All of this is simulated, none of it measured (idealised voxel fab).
You're looking at the process module voxel air gaps.
Section shown: cut. Width: 270 nm. Cell size: 5 nm, square.
In this document a cross-section is written as a grid of square cells. It is given as a series of bands, listed from the top down, and a band is one or more rows of cells.
Each band's line starts with the height of the band's top and of its bottom, in nm. Then come its materials from left to right, each with its width in nm. One material with "throughout" fills the band from edge to edge. "empty" is empty space.
Measure heights from 0. That's the level where, below it, the as-received wafer is all one material. The lowest band is bottomless and extends downward; write it as in "0 and below".
When a width is written as two numbers, as in "30->40", the first number is the width in the top row of cells of the band and the second is the width in its bottom row, and the width changes by the same amount from each row to the next.
Basically "nothing was modified" means that step didn't change any cell in the cross-section.
"Unvented internal voids" means: voids of 8 cells or more that are shut off from the top with no open way through. Written width x height at distance, distance from the left edge, in nm.
Read whatever lies past the settings on a step's line as the simulator's own remark about the step.
Among the settings permitted on a step's line is "overlay nm"; applied to a step with a mask, it specifies the extent to which the mask lay to the right of its planned position, whereas a negative figure signifies a position to the left.
Planned process steps:
1,RECEIVE,material Si
2,CONFORMAL_DEP,material SiO2,thk nm 10
3,CONFORMAL_DEP,material SiN,thk nm 5
4,DIRECTIONAL_DEP,material lowk,thk nm 30
5,PATTERN,tone open,mask id LINES,material resist,width nm 20,pitch nm 45,thk nm 20,overlay nm 0
6,DIRECTIONAL_ETCH,etch materials lowk,depth nm 30
7,STRIP,etch materials resist
8,CONFORMAL_DEP,material TiN,thk nm 5
9,FILL_DEP,material Ru,thk nm 10
10,CMP,height nm 45
11,EPI,material Ru,thk nm 10
12,SELECTIVE_ETCH,etch materials lowk,depth nm 40
13,CONFORMAL_DEP,material SiCN,thk nm 5
Incoming wafer in cross-section (state: after step 1):
	0 and below: Si throughout
	Unvented internal voids: none
Here's the wafer cut in cross-section after the module, started and planned just like above, except one thing was done wrong in the run:
	75 down to 70: SiCN throughout
	70 down to 50: Ru throughout
	50 down to 45: TiN 85 nm, Ru 10 nm, TiN 35 nm, Ru 10 nm, TiN 35 nm, Ru 10 nm, TiN 85 nm
	45 down to 20: lowk 80 nm, TiN 5 nm, Ru 10 nm, TiN 5 nm, lowk 25 nm, TiN 5 nm, Ru 10 nm, TiN 5 nm, lowk 25 nm, TiN 5 nm, Ru 10 nm, TiN 5 nm, lowk 80 nm
	20 down to 15: lowk 80 nm, TiN 20 nm, lowk 25 nm, TiN 20 nm, lowk 25 nm, TiN 20 nm, lowk 80 nm
	15 down to 10: SiN throughout
	10 down to 0: SiO2 throughout
	0 and below: Si throughout
	Unvented internal voids: none
What broke from the plan during processing? heads up, step 10 of the plan was skipped and never actually ran
